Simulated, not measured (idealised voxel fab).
process module | voxel released beams
cross-section cut | 270 nm wide | cells 5 nm
A cross-section is a grid of square cells, given in bands from the top down. A band is one or more rows of cells.
Each band's line starts with the height of the band's top and of its bottom, in nm. Then come its materials from left to right, each with its width in nm. One material with "throughout" fills the band from edge to edge. "air" is empty space.
Height 0 is the level under which the wafer as received is all one material. The lowest band goes on downwards, as in "0 down".
A width such as "30 to 40" changes by the same amount from each row of cells to the next, from the band's top row to its bottom row.
"no change" after a step means that no cell of the cross-section changed.
closed voids: empty space of 8 cells or more with no open way to the top, each as width x height at its distance from the left edge, in nm
after a step's settings: what the simulator itself notes on the step
overlay nm, on a step with a mask: how far to the right of its planned place the mask lay; to the left if negative
plan
1 op RECEIVE | material Si
2 op CONFORMAL_DEP | material Al2O3 | thk nm 10
3 op DIRECTIONAL_DEP | material SiO2 | thk nm 15
4 op PATTERN | tone open | mask id ANCHOR | material resist | width nm 40 | thk nm 15 | overlay nm 0
5 op DIRECTIONAL_ETCH | etch materials SiO2 | depth nm 15
6 op STRIP | etch materials resist
7 op CONFORMAL_DEP | material polySi | thk nm 15
8 op PATTERN | tone cover | mask id BEAM | material resist | width nm 125 | thk nm 20 | overlay nm 0
9 op DIRECTIONAL_ETCH | etch materials polySi | depth nm 15
10 op STRIP | etch materials resist
11 op STRIP | etch materials SiO2
first wafer, as planned
as received, after step 1
  0 down: Si throughout
  closed voids: none
after step 2
  10 to 0: Al2O3 throughout
  below 0: unchanged
after step 3
  25 to 10: SiO2 throughout
  below 10: unchanged
after step 4
  40 to 25: resist 75 | air 40 | resist 155
  below 25: unchanged
after step 5
  40 to 25: resist 75 | air 40 | resist 155
  25 to 10: SiO2 75 | air 40 | SiO2 155
  below 10: unchanged
after step 6
  25 to 10: SiO2 75 | air 40 | SiO2 155
  below 10: unchanged
after step 7
  40 to 25: polySi 90 | air 10 | polySi 170
  25 to 10: SiO2 75 | polySi 40 | SiO2 155
  below 10: unchanged
after step 8
  60 to 40: air 70 | resist 125 | air 75
  40 to 25: polySi 90 | resist 10 | polySi 170
  below 25: unchanged
after step 9
  60 to 40: air 70 | resist 125 | air 75
  40 to 25: air 70 | polySi 20 | resist 10 | polySi 95 | air 75
  below 25: unchanged
after step 10
  40 to 25: air 70 | polySi 20 | air 10 | polySi 95 | air 75
  below 25: unchanged
after step 11
  40 to 25: air 70 | polySi 20 | air 10 | polySi 95 | air 75
  25 to 10: air 75 | polySi 40 | air 155
  below 10: unchanged
second wafer: like start, like plan, one mistake. Through step 3 it matches the first wafer
when step 4 should have ended
  40 to 25: resist 70 | air 50 | resist 150
  below 25: unchanged
when step 5 should have ended
  40 to 25: resist 70 | air 50 | resist 150
  25 to 10: SiO2 70 | air 50 | SiO2 150
  below 10: unchanged
when step 6 should have ended
  25 to 10: SiO2 70 | air 50 | SiO2 150
  below 10: unchanged
when step 7 should have ended
  40 to 25: polySi 85 | air 20 | polySi 165
  25 to 10: SiO2 70 | polySi 50 | SiO2 150
  below 10: unchanged
when step 8 should have ended
  60 to 40: air 70 | resist 125 | air 75
  40 to 25: polySi 85 | resist 20 | polySi 165
  below 25: unchanged
when step 9 should have ended
  60 to 40: air 70 | resist 125 | air 75
  40 to 25: air 70 | polySi 15 | resist 20 | polySi 90 | air 75
  below 25: unchanged
when step 10 should have ended
  40 to 25: air 70 | polySi 15 | air 20 | polySi 90 | air 75
  below 25: unchanged
when step 11 should have ended
  40 to 25: air 70 | polySi 15 | air 20 | polySi 90 | air 75
  25 to 10: air 70 | polySi 50 | air 150
  below 10: unchanged
what went wrong: step 4 ran as: op PATTERN | tone open | mask id ANCHOR | material resist | width nm 50 | thk nm 15 | overlay nm 0
at the end the second wafer has, in cells: as many of each material as the first, in other places
